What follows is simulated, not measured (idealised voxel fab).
Module name: voxel wiring stack (process module)
Section shown: cut. Width: 235 nm. Cell size: 5 nm, square.
Cross-section format: a grid of square cells, given as bands from top to bottom; each band is one or more rows of cells. Band entry format. Leading values: height of top, height of bottom, nm. Remainder: materials in left-to-right order, each with its width in nm. Special words: "throughout" on a single material, which then fills the band edge to edge; "empty", empty space. It should be noted that heights are counted from 0, beneath which the wafer as supplied is of one material throughout, and that the lowest band possesses no lower boundary but continues downward, as written in "0 down". The width entry "30->40" should be interpreted row by row: the top row of cells in the band takes the first number, the bottom row takes the second number, and the change between adjacent rows is uniform throughout. Basically "no alterations made" means that step didn't change any cell in the cross-section. Entry "Enclosed void catalog" = empty spaces >= 8 cells with no open way to the top; each as width x height at distance, distance from left edge, all nm. Past the settings on a step's line: simulator remark, on that step. "overlay nm" on a masked step: distance the mask lay right of its planned place, negative for left. The remainder of this document consists of a sequence of paired cross-sections. Each pair presents the cross-section prior to one process step together with the cross-section following it, the latter being rendered only as deep as the lowest band that underwent change. The intervening step, together with its settings, is stated beneath each pair. Because the pairs may originate from different runs of this module on the same starting wafer, a given pair is to be read as continuing from the preceding pair only where its entry headed "Cross-section, before" so indicates.
Cross-section, before
* 90 to 70 = 85 of SiO2 | 20 of empty | 20 of SiO2 | 20 of empty | 90 of SiO2
* 70 to 65 = 85 of SiCN | 20 of empty | 20 of SiCN | 20 of empty | 90 of SiCN
* 65 to 50 = 85 of SiO2 | 5 of TiN | 5 of W | 5 of TiN | 25 of SiO2 | 5 of TiN | 5 of W | 5 of TiN | 95 of SiO2
* 50 to 45 = 85 of SiCN | 15 of TiN | 25 of SiCN | 15 of TiN | 95 of SiCN
* 45 to 35 = 85 of lowk | 20 of W | 20 of lowk | 20 of W | 90 of lowk
* 35 to 30 = 85 of lowk | 20 of TiN | 20 of lowk | 20 of TiN | 90 of lowk
* 30 to 0 = SiO2 throughout
* 0 down = Si throughout
* Enclosed void catalog: none
Resulting Cross-Section
* 95 to 90 = 90 of TiN | 10 of empty | 30 of TiN | 10 of empty | 95 of TiN
* 90 to 70 = 85 of SiO2 | 5 of TiN | 10 of empty | 5 of TiN | 20 of SiO2 | 5 of TiN | 10 of empty | 5 of TiN | 90 of SiO2
* 70 to 65 = 85 of SiCN | 20 of TiN | 20 of SiCN | 20 of TiN | 90 of SiCN
* Beneath the level 65, the cross-section is identical to its previous state.
* Enclosed void catalog: none
Step, pre vs post cross-sections above: CONFORMAL_DEP (material TiN; thk nm 5)
Cross-section, before: unchanged from the after cross-section in the pair immediately above; refer to that figure.
Resulting Cross-Section
* 105 to 95 = Cu throughout
* 95 to 90 = 90 of TiN | 10 of Cu | 30 of TiN | 10 of Cu | 95 of TiN
* 90 to 70 = 85 of SiO2 | 5 of TiN | 10 of Cu | 5 of TiN | 20 of SiO2 | 5 of TiN | 10 of Cu | 5 of TiN | 90 of SiO2
* Beneath the level 70, the cross-section is identical to its previous state.
* Enclosed void catalog: none
Step, pre vs post cross-sections above: FILL_DEP (material Cu; thk nm 10)
Cross-section, before: unchanged from the after cross-section in the pair immediately above; refer to that figure.
Resulting Cross-Section
* 90 to 70 = 85 of SiO2 | 5 of TiN | 10 of Cu | 5 of TiN | 20 of SiO2 | 5 of TiN | 10 of Cu | 5 of TiN | 90 of SiO2
* Beneath the level 70, the cross-section is identical to its previous state.
* Enclosed void catalog: none
Step, pre vs post cross-sections above: CMP (height nm 90)
Cross-section, before: unchanged from the after cross-section in the pair immediately above; refer to that figure.
Resulting Cross-Section
* 95 to 90 = 80 of empty | 30 of Ru | 10 of empty | 30 of Ru | 85 of empty
* Beneath the level 90, the cross-section is identical to its previous state.
* Enclosed void catalog: none
Step, pre vs post cross-sections above: EPI (material Ru; thk nm 5)
Cross-section, before: unchanged from the after cross-section in the pair immediately above; refer to that figure.
Resulting Cross-Section
* 100 to 95 = SiCN throughout
* 95 to 90 = 80 of SiCN | 30 of Ru | 10 of SiCN | 30 of Ru | 85 of SiCN
* Beneath the level 90, the cross-section is identical to its previous state.
* Enclosed void catalog: none
Step, pre vs post cross-sections above: FILL_DEP (material SiCN; thk nm 5)
Cross-section, before: unchanged from the after cross-section in the pair immediately above; refer to that figure.
Resulting Cross-Section
* 130 to 100 = lowk throughout
* Beneath the level 100, the cross-section is identical to its previous state.
* Enclosed void catalog: none
Step, pre vs post cross-sections above: DIRECTIONAL_DEP (material lowk; thk nm 30)
Cross-section, before: unchanged from the after cross-section in the pair immediately above; refer to that figure.
Resulting Cross-Section
* 150 to 130 = 85 of resist | 20 of empty | 20 of resist | 20 of empty | 90 of resist
* Beneath the level 130, the cross-section is identical to its previous state.
* Enclosed void catalog: none
Step, pre vs post cross-sections above: PATTERN (tone open; mask id METAL_3; material resist; width nm 20; pitch nm 40; thk nm 20; overlay nm 0)
Cross-section, before: unchanged from the after cross-section in the pair immediately above; refer to that figure.
Resulting Cross-Section
* 150 to 130 = 85 of resist | 20 of empty | 20 of resist | 20 of empty | 90 of resist
* 130 to 110 = 85 of lowk | 20 of empty | 20 of lowk | 20 of empty | 90 of lowk
* Beneath the level 110, the cross-section is identical to its previous state.
* Enclosed void catalog: none
Step, pre vs post cross-sections above: DIRECTIONAL_ETCH (etch materials lowk; depth nm 20)
Cross-section, before: unchanged from the after cross-section in the pair immediately above; refer to that figure.
Resulting Cross-Section
* 130 to 110 = 85 of lowk | 20 of empty | 20 of lowk | 20 of empty | 90 of lowk
* Beneath the level 110, the cross-section is identical to its previous state.
* Enclosed void catalog: none
Step, pre vs post cross-sections above: STRIP (etch materials resist)
Cross-section, before: unchanged from the after cross-section in the pair immediately above; refer to that figure.
Resulting Cross-Section
* 140 to 130 = 85 of aC | 20 of empty | 20 of aC | 20 of empty | 90 of aC
* 130 to 120 = 85 of lowk | 20 of empty | 20 of lowk | 20 of empty | 90 of lowk
* 120 to 110 = 85 of lowk | 20 of aC | 20 of lowk | 20 of aC | 90 of lowk
* Beneath the level 110, the cross-section is identical to its previous state.
* Enclosed void catalog: none
Step, pre vs post cross-sections above: DIRECTIONAL_DEP (material aC; thk nm 10)
Cross-section, before: unchanged from the after cross-section in the pair immediately above; refer to that figure.
Resulting Cross-Section
* 165 to 140 = 85 of resist | 15 of empty | 135 of resist
* 140 to 130 = 85 of aC | 15 of empty | 5 of resist | 20 of aC | 20 of resist | 90 of aC
* 130 to 120 = 85 of lowk | 15 of empty | 5 of resist | 20 of lowk | 20 of resist | 90 of lowk
* Beneath the level 120, the cross-section is identical to its previous state.
* Enclosed void catalog: none
Step, pre vs post cross-sections above: PATTERN (tone open; mask id METAL_3_HOLES; material resist; width nm 15; thk nm 25; overlay nm 0)
Cross-section, before: unchanged from the after cross-section in the pair immediately above; refer to that figure.
Resulting Cross-Section
* 155 to 140 = 85 of resist | 15 of empty | 135 of resist
* 140 to 130 = 85 of aC | 15 of empty | 5 of resist | 20 of aC | 20 of resist | 90 of aC
* 130 to 120 = 85 of lowk | 15 of empty | 5 of resist | 20 of lowk | 20 of resist | 90 of lowk
* 120 to 110 = 85 of lowk | 15 of empty | 5 of aC | 20 of lowk | 20 of aC | 90 of lowk
* Beneath the level 110, the cross-section is identical to its previous state.
* Enclosed void catalog: none
Step, pre vs post cross-sections above: DIRECTIONAL_ETCH (etch materials aC; depth nm 10)
Cross-section, before: unchanged from the after cross-section in the pair immediately above; refer to that figure.
Resulting Cross-Section
* 140 to 130 = 85 of aC | 20 of empty | 20 of aC | 20 of empty | 90 of aC
* 130 to 120 = 85 of lowk | 20 of empty | 20 of lowk | 20 of empty | 90 of lowk
* Beneath the level 120, the cross-section is identical to its previous state.
* Enclosed void catalog: none
Step, pre vs post cross-sections above: STRIP (etch materials resist)
Cross-section, before: unchanged from the after cross-section in the pair immediately above; refer to that figure.
Resulting Cross-Section
* 140 to 130 = 85 of aC | 20 of empty | 20 of aC | 20 of empty | 90 of aC
* 130 to 120 = 85 of lowk | 20 of empty | 20 of lowk | 20 of empty | 90 of lowk
* 120 to 110 = 85 of lowk | 15 of empty | 5 of aC | 20 of lowk | 20 of aC | 90 of lowk
* 110 to 100 = 85 of lowk | 15 of empty | 135 of lowk
* Beneath the level 100, the cross-section is identical to its previous state.
* Enclosed void catalog: none
Step, pre vs post cross-sections above: DIRECTIONAL_ETCH (etch materials lowk; depth nm 10)
Cross-section, before: unchanged from the after cross-section in the pair immediately above; refer to that figure.
Resulting Cross-Section
* 140 to 130 = 85 of aC | 20 of empty | 20 of aC | 20 of empty | 90 of aC
* 130 to 120 = 85 of lowk | 20 of empty | 20 of lowk | 20 of empty | 90 of lowk
* 120 to 110 = 85 of lowk | 15 of empty | 5 of aC | 20 of lowk | 20 of aC | 90 of lowk
* 110 to 100 = 85 of lowk | 15 of empty | 135 of lowk
* 100 to 95 = 85 of SiCN | 15 of empty | 135 of SiCN
* Beneath the level 95, the cross-section is identical to its previous state.
* Enclosed void catalog: none
Step, pre vs post cross-sections above: DIRECTIONAL_ETCH (etch materials SiCN; depth nm 5)
Cross-section, before: unchanged from the after cross-section in the pair immediately above; refer to that figure.
Resulting Cross-Section
* 130 to 110 = 85 of lowk | 20 of empty | 20 of lowk | 20 of empty | 90 of lowk
* Beneath the level 110, the cross-section is identical to its previous state.
* Enclosed void catalog: none
Step, pre vs post cross-sections above: STRIP (etch materials aC)
Cross-section, before: unchanged from the after cross-section in the pair immediately above; refer to that figure.
Resulting Cross-Section
* 135 to 130 = 90 of TiN | 10 of empty | 30 of TiN | 10 of empty | 95 of TiN
* 130 to 115 = 85 of lowk | 5 of TiN | 10 of empty | 5 of TiN | 20 of lowk | 5 of TiN | 10 of empty | 5 of TiN | 90 of lowk
* 115 to 110 = 85 of lowk | 5 of TiN | 5 of empty | 10 of TiN | 20 of lowk | 20 of TiN | 90 of lowk
* 110 to 100 = 85 of lowk | 5 of TiN | 5 of empty | 5 of TiN | 135 of lowk
* 100 to 95 = 85 of SiCN | 15 of TiN | 135 of SiCN
* Beneath the level 95, the cross-section is identical to its previous state.
* Enclosed void catalog: none
Step, pre vs post cross-sections above: CONFORMAL_DEP (material TiN; thk nm 5)
Cross-section, before: unchanged from the after cross-section in the pair immediately above; refer to that figure.
Resulting Cross-Section
* 140 to 135 = Ru throughout
* 135 to 130 = 90 of TiN | 10 of Ru | 30 of TiN | 10 of Ru | 95 of TiN
* 130 to 115 = 85 of lowk | 5 of TiN | 10 of Ru | 5 of TiN | 20 of lowk | 5 of TiN | 10 of Ru | 5 of TiN | 90 of lowk
* 115 to 110 = 85 of lowk | 5 of TiN | 5 of Ru | 10 of TiN | 20 of lowk | 20 of TiN | 90 of lowk
* 110 to 100 = 85 of lowk | 5 of TiN | 5 of Ru | 5 of TiN | 135 of lowk
* Beneath the level 100, the cross-section is identical to its previous state.
* Enclosed void catalog: none
Step, pre vs post cross-sections above: FILL_DEP (material Ru; thk nm 5)
Cross-section, before: unchanged from the after cross-section in the pair immediately above; refer to that figure.
Resulting Cross-Section
* 130 to 115 = 85 of lowk | 5 of TiN | 10 of Ru | 5 of TiN | 20 of lowk | 5 of TiN | 10 of Ru | 5 of TiN | 90 of lowk
* Beneath the level 115, the cross-section is identical to its previous state.
* Enclosed void catalog: none
Step, pre vs post cross-sections above: CMP (height nm 130)
Cross-section, before: unchanged from the after cross-section in the pair immediately above; refer to that figure.
Resulting Cross-Section
* 135 to 130 = SiCN throughout
* Beneath the level 130, the cross-section is identical to its previous state.
* Enclosed void catalog: none
Step, pre vs post cross-sections above: CONFORMAL_DEP (material SiCN; thk nm 5)
Cross-section, before: unchanged from the after cross-section in the pair immediately above; refer to that figure.
Resulting Cross-Section
* 145 to 135 = lowk throughout
* Beneath the level 135, the cross-section is identical to its previous state.
* Enclosed void catalog: none
Step, pre vs post cross-sections above: DIRECTIONAL_DEP (material lowk; thk nm 10)
Cross-section, before: unchanged from the after cross-section in the pair immediately above; refer to that figure.
Resulting Cross-Section
* 155 to 145 = aC throughout
* Beneath the level 145, the cross-section is identical to its previous state.
* Enclosed void catalog: none
Step, pre vs post cross-sections above: DIRECTIONAL_DEP (material aC; thk nm 10)
Cross-section, before: unchanged from the after cross-section in the pair immediately above; refer to that figure.
Resulting Cross-Section
* 180 to 155 = 85 of resist | 15 of empty | 25 of resist | 15 of empty | 95 of resist
* Beneath the level 155, the cross-section is identical to its previous state.
* Enclosed void catalog: none
Step, pre vs post cross-sections above: PATTERN (tone open; mask id PLUG_3; material resist; width nm 15; pitch nm 40; thk nm 25; overlay nm 0)
Cross-section, before: unchanged from the after cross-section in the pair immediately above; refer to that figure.
Resulting Cross-Section
* 170 to 155 = 85 of resist | 15 of empty | 25 of resist | 15 of empty | 95 of resist
* 155 to 145 = 85 of aC | 15 of empty | 25 of aC | 15 of empty | 95 of aC
* Beneath the level 145, the cross-section is identical to its previous state.
* Enclosed void catalog: none
Step, pre vs post cross-sections above: DIRECTIONAL_ETCH (etch materials aC; depth nm 10)
Cross-section, before: unchanged from the after cross-section in the pair immediately above; refer to that figure.
Resulting Cross-Section
* 155 to 145 = 85 of aC | 15 of empty | 25 of aC | 15 of empty | 95 of aC
* Beneath the level 145, the cross-section is identical to its previous state.
* Enclosed void catalog: none
Step, pre vs post cross-sections above: STRIP (etch materials resist)
Cross-section, before: unchanged from the after cross-section in the pair immediately above; refer to that figure.
Resulting Cross-Section
* 155 to 145 = 85 of aC | 15 of empty | 25 of aC | 15 of empty | 95 of aC
* 145 to 135 = 85 of lowk | 15 of empty | 25 of lowk | 15 of empty | 95 of lowk
* Beneath the level 135, the cross-section is identical to its previous state.
* Enclosed void catalog: none
Step, pre vs post cross-sections above: DIRECTIONAL_ETCH (etch materials lowk; depth nm 10)
Cross-section, before: unchanged from the after cross-section in the pair immediately above; refer to that figure.
Resulting Cross-Section
* 155 to 145 = 85 of aC | 15 of empty | 25 of aC | 15 of empty | 95 of aC
* 145 to 135 = 85 of lowk | 15 of empty | 25 of lowk | 15 of empty | 95 of lowk
* 135 to 130 = 85 of SiCN | 15 of empty | 25 of SiCN | 15 of empty | 95 of SiCN
* Beneath the level 130, the cross-section is identical to its previous state.
* Enclosed void catalog: none
Step, pre vs post cross-sections above: DIRECTIONAL_ETCH (etch materials SiCN; depth nm 5)
Cross-section, before: unchanged from the after cross-section in the pair immediately above; refer to that figure.
Resulting Cross-Section
* 145 to 135 = 85 of lowk | 15 of empty | 25 of lowk | 15 of empty | 95 of lowk
* Beneath the level 135, the cross-section is identical to its previous state.
* Enclosed void catalog: none
Step, pre vs post cross-sections above: STRIP (etch materials aC)
Cross-section, before: unchanged from the after cross-section in the pair immediately above; refer to that figure.
Resulting Cross-Section
* 150 to 145 = 90 of TiN | 5 of empty | 35 of TiN | 5 of empty | 100 of TiN
* 145 to 135 = 85 of lowk | 5 of TiN | 5 of empty | 5 of TiN | 25 of lowk | 5 of TiN | 5 of empty | 5 of TiN | 95 of lowk
* 135 to 130 = 85 of SiCN | 15 of TiN | 25 of SiCN | 15 of TiN | 95 of SiCN
* Beneath the level 130, the cross-section is identical to its previous state.
* Enclosed void catalog: none
Step, pre vs post cross-sections above: CONFORMAL_DEP (material TiN; thk nm 5)
Cross-section, before: unchanged from the after cross-section in the pair immediately above; refer to that figure.
Resulting Cross-Section
* 155 to 150 = Cu throughout
* 150 to 145 = 90 of TiN | 5 of Cu | 35 of TiN | 5 of Cu | 100 of TiN
* 145 to 135 = 85 of lowk | 5 of TiN | 5 of Cu | 5 of TiN | 25 of lowk | 5 of TiN | 5 of Cu | 5 of TiN | 95 of lowk
* Beneath the level 135, the cross-section is identical to its previous state.
* Enclosed void catalog: none
Step, pre vs post cross-sections above: FILL_DEP (material Cu; thk nm 5)
Cross-section, before: unchanged from the after cross-section in the pair immediately above; refer to that figure.
Resulting Cross-Section
* 145 to 135 = 85 of lowk | 5 of TiN | 5 of Cu | 5 of TiN | 25 of lowk | 5 of TiN | 5 of Cu | 5 of TiN | 95 of lowk
* Beneath the level 135, the cross-section is identical to its previous state.
* Enclosed void catalog: none
Step, pre vs post cross-sections above: CMP (height nm 145)
Cross-section, before: unchanged from the after cross-section in the pair immediately above; refer to that figure.
Resulting Cross-Section
* 150 to 145 = TiN throughout
* Beneath the level 145, the cross-section is identical to its previous state.
* Enclosed void catalog: none
Step, pre vs post cross-sections above: DIRECTIONAL_DEP (material TiN; thk nm 5)
Cross-section, before: unchanged from the after cross-section in the pair immediately above; refer to that figure.
Resulting Cross-Section
* 165 to 150 = Ru throughout
* Beneath the level 150, the cross-section is identical to its previous state.
* Enclosed void catalog: none
Step, pre vs post cross-sections above: DIRECTIONAL_DEP (material Ru; thk nm 15)
Cross-section, before: unchanged from the after cross-section in the pair immediately above; refer to that figure.
Resulting Cross-Section
* 175 to 165 = aC throughout
* Beneath the level 165, the cross-section is identical to its previous state.
* Enclosed void catalog: none
Step, pre vs post cross-sections above: DIRECTIONAL_DEP (material aC; thk nm 10)
Cross-section, before: unchanged from the after cross-section in the pair immediately above; refer to that figure.
Resulting Cross-Section
* 205 to 175 = 85 of empty | 20 of resist | 20 of empty | 20 of resist | 90 of empty
* Beneath the level 175, the cross-section is identical to its previous state.
* Enclosed void catalog: none
Step, pre vs post cross-sections above: PATTERN (tone cover; mask id METAL_4; material resist; width nm 20; pitch nm 40; thk nm 30; overlay nm 0)
Cross-section, before: unchanged from the after cross-section in the pair immediately above; refer to that figure.
Resulting Cross-Section
* 195 to 175 = 85 of empty | 20 of resist | 20 of empty | 20 of resist | 90 of empty
* 175 to 165 = 85 of empty | 20 of aC | 20 of empty | 20 of aC | 90 of empty
* Beneath the level 165, the cross-section is identical to its previous state.
* Enclosed void catalog: none
Step, pre vs post cross-sections above: DIRECTIONAL_ETCH (etch materials aC; depth nm 10)
Cross-section, before: unchanged from the after cross-section in the pair immediately above; refer to that figure.
Resulting Cross-Section
* 175 to 165 = 85 of empty | 20 of aC | 20 of empty | 20 of aC | 90 of empty
* Beneath the level 165, the cross-section is identical to its previous state.
* Enclosed void catalog: none
Step, pre vs post cross-sections above: STRIP (etch materials resist)
Cross-section, before: unchanged from the after cross-section in the pair immediately above; refer to that figure.
Resulting Cross-Section
* 175 to 165 = 85 of empty | 20 of aC | 20 of empty | 20 of aC | 90 of empty
* 165 to 150 = 85 of empty | 20 of Ru | 20 of empty | 20 of Ru | 90 of empty
* Beneath the level 150, the cross-section is identical to its previous state.
* Enclosed void catalog: none
Step, pre vs post cross-sections above: DIRECTIONAL_ETCH (etch materials Ru; depth nm 15)
Cross-section, before: unchanged from the after cross-section in the pair immediately above; refer to that figure.
Resulting Cross-Section
* 175 to 165 = 85 of empty | 20 of aC | 20 of empty | 20 of aC | 90 of empty
* 165 to 150 = 85 of empty | 20 of Ru | 20 of empty | 20 of Ru | 90 of empty
* 150 to 145 = 85 of empty | 20 of TiN | 20 of empty | 20 of TiN | 90 of empty
* Beneath the level 145, the cross-section is identical to its previous state.
* Enclosed void catalog: none
Step, pre vs post cross-sections above: DIRECTIONAL_ETCH (etch materials TiN; depth nm 5)
Cross-section, before: unchanged from the after cross-section in the pair immediately above; refer to that figure.
Resulting Cross-Section
* 165 to 150 = 85 of empty | 20 of Ru | 20 of empty | 20 of Ru | 90 of empty
* Beneath the level 150, the cross-section is identical to its previous state.
* Enclosed void catalog: none
Step, pre vs post cross-sections above: STRIP (etch materials aC)
Cross-section, before: unchanged from the after cross-section in the pair immediately above; refer to that figure.
Resulting Cross-Section
* 170 to 165 = 80 of empty | 30 of SiN | 10 of empty | 30 of SiN | 85 of empty
* 165 to 150 = 80 of empty | 5 of SiN | 20 of Ru | 5 of SiN | 10 of empty | 5 of SiN | 20 of Ru | 5 of SiN | 85 of empty
* 150 to 145 = 85 of SiN | 20 of TiN | 20 of SiN | 20 of TiN | 90 of SiN
* Beneath the level 145, the cross-section is identical to its previous state.
* Enclosed void catalog: none
Step, pre vs post cross-sections above: CONFORMAL_DEP (material SiN; thk nm 5)
Cross-section, before: unchanged from the after cross-section in the pair immediately above; refer to that figure.
Resulting Cross-Section
* 180 to 170 = SiO2 throughout
* 170 to 165 = 80 of SiO2 | 30 of SiN | 10 of SiO2 | 30 of SiN | 85 of SiO2
* 165 to 150 = 80 of SiO2 | 5 of SiN | 20 of Ru | 5 of SiN | 10 of SiO2 | 5 of SiN | 20 of Ru | 5 of SiN | 85 of SiO2
* Beneath the level 150, the cross-section is identical to its previous state.
* Enclosed void catalog: none
Step, pre vs post cross-sections above: FILL_DEP (material SiO2; thk nm 10)
Cross-section, before: unchanged from the after cross-section in the pair immediately above; refer to that figure.
Resulting Cross-Section
* 165 to 150 = 80 of SiO2 | 5 of SiN | 20 of Ru | 5 of SiN | 10 of SiO2 | 5 of SiN | 20 of Ru | 5 of SiN | 85 of SiO2
* Beneath the level 150, the cross-section is identical to its previous state.
* Enclosed void catalog: none
Step, pre vs post cross-sections above: CMP (height nm 165)
Cross-section, before: unchanged from the after cross-section in the pair immediately above; refer to that figure.
Resulting Cross-Section
* 170 to 165 = SiCN throughout
* Beneath the level 165, the cross-section is identical to its previous state.
* Enclosed void catalog: none
Step, pre vs post cross-sections above: CONFORMAL_DEP (material SiCN; thk nm 5)
Cross-section, before
* 0 down = Si throughout
* Enclosed void catalog: none
Resulting Cross-Section
* 5 to 0 = TiN throughout
* Beneath the level 0, the cross-section is identical to its previous state.
* Enclosed void catalog: none
Step, pre vs post cross-sections above: DIRECTIONAL_DEP (material TiN; thk nm 5)
Cross-section, before: unchanged from the after cross-section in the pair immediately above; refer to that figure.
Resulting Cross-Section
* 20 to 5 = SiO2 throughout
* Beneath the level 5, the cross-section is identical to its previous state.
* Enclosed void catalog: none
Step, pre vs post cross-sections above: CONFORMAL_DEP (material SiO2; thk nm 15)
Cross-section, before: unchanged from the after cross-section in the pair immediately above; refer to that figure.
Resulting Cross-Section
* 45 to 20 = W throughout
* Beneath the level 20, the cross-section is identical to its previous state.
* Enclosed void catalog: none
Step, pre vs post cross-sections above: DIRECTIONAL_DEP (material W; thk nm 25)
Cross-section, before: unchanged from the after cross-section in the pair immediately above; refer to that figure.
Resulting Cross-Section
* 60 to 45 = 85 of empty | 20 of resist | 20 of empty | 20 of resist | 90 of empty
* Beneath the level 45, the cross-section is identical to its previous state.
* Enclosed void catalog: none
Step, pre vs post cross-sections above: PATTERN (tone cover; mask id METAL_1; material resist; width nm 20; pitch nm 40; thk nm 15; overlay nm 0)
Cross-section, before: unchanged from the after cross-section in the pair immediately above; refer to that figure.
Resulting Cross-Section
* 60 to 45 = 85 of empty | 20 of resist | 20 of empty | 20 of resist | 90 of empty
* 45 to 20 = 85 of empty | 20 of W | 20 of empty | 20 of W | 90 of empty
* Beneath the level 20, the cross-section is identical to its previous state.
* Enclosed void catalog: none
Step, pre vs post cross-sections above: DIRECTIONAL_ETCH (etch materials W; depth nm 25)
Cross-section, before: unchanged from the after cross-section in the pair immediately above; refer to that figure.
Resulting Cross-Section
* 45 to 20 = 85 of empty | 20 of W | 20 of empty | 20 of W | 90 of empty
* Beneath the level 20, the cross-section is identical to its previous state.
* Enclosed void catalog: none
Step, pre vs post cross-sections above: STRIP (etch materials resist)
Cross-section, before: unchanged from the after cross-section in the pair immediately above; refer to that figure.
Resulting Cross-Section
* 50 to 45 = lowk throughout
* 45 to 20 = 85 of lowk | 20 of W | 20 of lowk | 20 of W | 90 of lowk
* Beneath the level 20, the cross-section is identical to its previous state.
* Enclosed void catalog: none
Step, pre vs post cross-sections above: FILL_DEP (material lowk; thk nm 5)
Cross-section, before: unchanged from the after cross-section in the pair immediately above; refer to that figure.
Resulting Cross-Section
* 45 to 20 = 85 of lowk | 20 of W | 20 of lowk | 20 of W | 90 of lowk
* Beneath the level 20, the cross-section is identical to its previous state.
* Enclosed void catalog: none
Step, pre vs post cross-sections above: CMP (height nm 45)
Cross-section, before: unchanged from the after cross-section in the pair immediately above; refer to that figure.
Resulting Cross-Section
* 50 to 45 = SiCN throughout
* Beneath the level 45, the cross-section is identical to its previous state.
* Enclosed void catalog: none
Step, pre vs post cross-sections above: CONFORMAL_DEP (material SiCN; thk nm 5)
Cross-section, before: unchanged from the after cross-section in the pair immediately above; refer to that figure.
Resulting Cross-Section
* 65 to 50 = SiO2 throughout
* Beneath the level 50, the cross-section is identical to its previous state.
* Enclosed void catalog: none
Step, pre vs post cross-sections above: DIRECTIONAL_DEP (material SiO2; thk nm 15)
Cross-section, before: unchanged from the after cross-section in the pair immediately above; refer to that figure.
Resulting Cross-Section
* 85 to 65 = 85 of resist | 15 of empty | 25 of resist | 15 of empty | 95 of resist
* Beneath the level 65, the cross-section is identical to its previous state.
* Enclosed void catalog: none
Step, pre vs post cross-sections above: PATTERN (tone open; mask id PLUG_1; material resist; width nm 15; pitch nm 40; thk nm 20; overlay nm 0)
Cross-section, before: unchanged from the after cross-section in the pair immediately above; refer to that figure.
Resulting Cross-Section
* 85 to 65 = 85 of resist | 15 of empty | 25 of resist | 15 of empty | 95 of resist
* 65 to 50 = 85 of SiO2 | 15 of empty | 25 of SiO2 | 15 of empty | 95 of SiO2
* Beneath the level 50, the cross-section is identical to its previous state.
* Enclosed void catalog: none
Step, pre vs post cross-sections above: DIRECTIONAL_ETCH (etch materials SiO2; depth nm 15)
Cross-section, before: unchanged from the after cross-section in the pair immediately above; refer to that figure.
Resulting Cross-Section
* 85 to 65 = 85 of resist | 15 of empty | 25 of resist | 15 of empty | 95 of resist
* 65 to 50 = 85 of SiO2 | 15 of empty | 25 of SiO2 | 15 of empty | 95 of SiO2
* 50 to 45 = 85 of SiCN | 15 of empty | 25 of SiCN | 15 of empty | 95 of SiCN
* Beneath the level 45, the cross-section is identical to its previous state.
* Enclosed void catalog: none
Step, pre vs post cross-sections above: DIRECTIONAL_ETCH (etch materials SiCN; depth nm 5)
Cross-section, before: unchanged from the after cross-section in the pair immediately above; refer to that figure.
Resulting Cross-Section
* 65 to 50 = 85 of SiO2 | 15 of empty | 25 of SiO2 | 15 of empty | 95 of SiO2
* Beneath the level 50, the cross-section is identical to its previous state.
* Enclosed void catalog: none
Step, pre vs post cross-sections above: STRIP (etch materials resist)
Cross-section, before: unchanged from the after cross-section in the pair immediately above; refer to that figure.
Resulting Cross-Section
* 70 to 65 = 90 of TiN | 5 of empty | 35 of TiN | 5 of empty | 100 of TiN
* 65 to 50 = 85 of SiO2 | 5 of TiN | 5 of empty | 5 of TiN | 25 of SiO2 | 5 of TiN | 5 of empty | 5 of TiN | 95 of SiO2
* 50 to 45 = 85 of SiCN | 15 of TiN | 25 of SiCN | 15 of TiN | 95 of SiCN
* Beneath the level 45, the cross-section is identical to its previous state.
* Enclosed void catalog: none
Step, pre vs post cross-sections above: CONFORMAL_DEP (material TiN; thk nm 5)
Cross-section, before: unchanged from the after cross-section in the pair immediately above; refer to that figure.
Resulting Cross-Section
* 80 to 70 = W throughout
* 70 to 65 = 90 of TiN | 5 of W | 35 of TiN | 5 of W | 100 of TiN
* 65 to 50 = 85 of SiO2 | 5 of TiN | 5 of W | 5 of TiN | 25 of SiO2 | 5 of TiN | 5 of W | 5 of TiN | 95 of SiO2
* Beneath the level 50, the cross-section is identical to its previous state.
* Enclosed void catalog: none
Step, pre vs post cross-sections above: FILL_DEP (material W; thk nm 10)
Cross-section, before: unchanged from the after cross-section in the pair immediately above; refer to that figure.
Resulting Cross-Section
* 65 to 50 = 85 of SiO2 | 5 of TiN | 5 of W | 5 of TiN | 25 of SiO2 | 5 of TiN | 5 of W | 5 of TiN | 95 of SiO2
* Beneath the level 50, the cross-section is identical to its previous state.
* Enclosed void catalog: none
Step, pre vs post cross-sections above: CMP (height nm 65)
Cross-section, before: unchanged from the after cross-section in the pair immediately above; refer to that figure.
Resulting Cross-Section
* 70 to 65 = SiCN throughout
* Beneath the level 65, the cross-section is identical to its previous state.
* Enclosed void catalog: none
Step, pre vs post cross-sections above: CONFORMAL_DEP (material SiCN; thk nm 5)
Cross-section, before: unchanged from the after cross-section in the pair immediately above; refer to that figure.
Resulting Cross-Section
* 90 to 70 = SiO2 throughout
* Beneath the level 70, the cross-section is identical to its previous state.
* Enclosed void catalog: none
Step, pre vs post cross-sections above: DIRECTIONAL_DEP (material SiO2; thk nm 20)
Cross-section, before: unchanged from the after cross-section in the pair immediately above; refer to that figure.
Resulting Cross-Section
* 105 to 90 = 85 of resist | 20 of empty | 20 of resist | 20 of empty | 90 of resist
* Beneath the level 90, the cross-section is identical to its previous state.
* Enclosed void catalog: none
Step, pre vs post cross-sections above: PATTERN (tone open; mask id METAL_2; material resist; width nm 20; pitch nm 40; thk nm 15; overlay nm 0)
Cross-section, before: unchanged from the after cross-section in the pair immediately above; refer to that figure.
Resulting Cross-Section
* 105 to 90 = 85 of resist | 20 of empty | 20 of resist | 20 of empty | 90 of resist
* 90 to 70 = 85 of SiO2 | 20 of empty | 20 of SiO2 | 20 of empty | 90 of SiO2
* Beneath the level 70, the cross-section is identical to its previous state.
* Enclosed void catalog: none
Step, pre vs post cross-sections above: DIRECTIONAL_ETCH (etch materials SiO2; depth nm 20)
Cross-section, before: unchanged from the after cross-section in the pair immediately above; refer to that figure.
Resulting Cross-Section
* 105 to 90 = 85 of resist | 20 of empty | 20 of resist | 20 of empty | 90 of resist
* 90 to 70 = 85 of SiO2 | 20 of empty | 20 of SiO2 | 20 of empty | 90 of SiO2
* 70 to 65 = 85 of SiCN | 20 of empty | 20 of SiCN | 20 of empty | 90 of SiCN
* Beneath the level 65, the cross-section is identical to its previous state.
* Enclosed void catalog: none
Step, pre vs post cross-sections above: DIRECTIONAL_ETCH (etch materials SiCN; depth nm 5)
Cross-section, before: unchanged from the after cross-section in the pair immediately above; refer to that figure.
Resulting Cross-Section
* 90 to 70 = 85 of SiO2 | 20 of empty | 20 of SiO2 | 20 of empty | 90 of SiO2
* Beneath the level 70, the cross-section is identical to its previous state.
* Enclosed void catalog: none
Step, pre vs post cross-sections above: STRIP (etch materials resist)
